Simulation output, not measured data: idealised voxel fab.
Process module name: voxel trench capacitor
It is cross-section cut that appears here, measuring 205 nm in width, its square cells being 5 nm in size.
This document writes a cross-section as a grid whose cells are square, and gives it as bands, listed from the top down; one or more rows of cells form a band. Read a band's entry like this: the first values are the height of its top and the height of its bottom in nm, and what follows is the sequence of materials from left to right, each with its width in nm. Note that "air" is empty space, and that a single material marked "throughout" reaches across the band from edge to edge. The level at which height equals 0 is the one under which the wafer, as it arrives, is entirely one material. No lower edge exists for the bottom band, which continues downward and is notated as in "top 0, no bottom". Width spec "30..40" -> top row of cells at first value, bottom row at second value, equal per-row change in between. Take "no modification" at face value: in the step it is given for, the cross-section changed in none of its cells. Any empty space of 8 cells or more lacking an open way to the top shows up in "Completely sealed voids" as width x height at distance, distance from the left edge, in nm. Whatever follows a step's settings on its line is a remark the simulator itself makes about that step. When a step includes a mask, the "overlay nm" setting on its line states how far to the right of its planned place that mask lay, and negative values state how far to the left.
-- The steps planned for the process are as follows
1 RECEIVE: material Si
2 CONFORMAL_DEP: material SiN, thk nm 10
3 DIRECTIONAL_DEP: material aC, thk nm 15
4 PATTERN: tone open, mask id TRENCH, material resist, width nm 25, pitch nm 50, thk nm 35, overlay nm 0
5 DIRECTIONAL_ETCH: etch materials aC, depth nm 15
6 STRIP: etch materials resist
7 DIRECTIONAL_ETCH: etch materials SiN, depth nm 10
8 DIRECTIONAL_ETCH: etch materials Si, depth nm 25
9 STRIP: etch materials aC
10 CONFORMAL_DEP: material SiO2, thk nm 5
11 FILL_DEP: material polySi, thk nm 10
12 CMP: height nm 10
-- As-received wafer cross-section (after step 1)
> top 0, no bottom | Si throughout
> Completely sealed voids: none
-- Final wafer profile in cross-section after the module, from the same start and plan as above, with one mistake made during processing
> top 10, bottom 0 | SiN=40, then SiO2=5, then polySi=15, then SiO2=5, then SiN=25, then SiO2=5, then polySi=15, then SiO2=5, then SiN=25, then SiO2=5, then polySi=15, then SiO2=5, then SiN=40
> top 0, bottom -45 | Si=40, then SiO2=5, then polySi=15, then SiO2=5, then Si=25, then SiO2=5, then polySi=15, then SiO2=5, then Si=25, then SiO2=5, then polySi=15, then SiO2=5, then Si=40
> top -45, bottom -50 | Si=40, then SiO2=25, then Si=25, then SiO2=25, then Si=25, then SiO2=25, then Si=40
> top -50, no bottom | Si throughout
> Completely sealed voids: none
Deviation from plan: step 8 of the plan saw execution twice
